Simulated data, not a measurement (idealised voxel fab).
process module | voxel plated lines
cross-section cut | 140 nm wide | cells 5 nm
A cross-section is a grid of square cells, given in bands from the top down. A band is one or more rows of cells.
Each band's line starts with the height of the band's top and of its bottom, in nm. Then come its materials from left to right, each with its width in nm. One material with "throughout" fills the band from edge to edge. "air" is empty space.
Height 0 is the level under which the wafer as received is all one material. The lowest band goes on downwards, as in "0 down".
A width such as "30 to 40" changes by the same amount from each row of cells to the next, from the band's top row to its bottom row.
"no change" after a step means that no cell of the cross-section changed.
closed voids: empty space of 8 cells or more with no open way to the top, each as width x height at its distance from the left edge, in nm
after a step's settings: what the simulator itself notes on the step
overlay nm, on a step with a mask: how far to the right of its planned place the mask lay; to the left if negative
plan
1 op RECEIVE | material Si
2 op CONFORMAL_DEP | material SiN | thk nm 5
3 op DIRECTIONAL_DEP | material TiN | thk nm 5
4 op PATTERN | tone open | mask id LINES | material resist | width nm 20 | pitch nm 45 | thk nm 20 | overlay nm 0
5 op EPI | material Ru | thk nm 10
6 op STRIP | etch materials resist
7 op DIRECTIONAL_ETCH | etch materials TiN | depth nm 5
8 op CONFORMAL_DEP | material SiCN | thk nm 10
as received, after step 1
  0 down: Si throughout
  closed voids: none
a wafer at the end: this start, this plan, one mistake
  20 to 10: SiCN throughout
  10 to 5: SiN throughout
  5 to 0: TiN throughout
  0 down: Si throughout
  closed voids: none
what went wrong: steps 2 and 3 were swapped
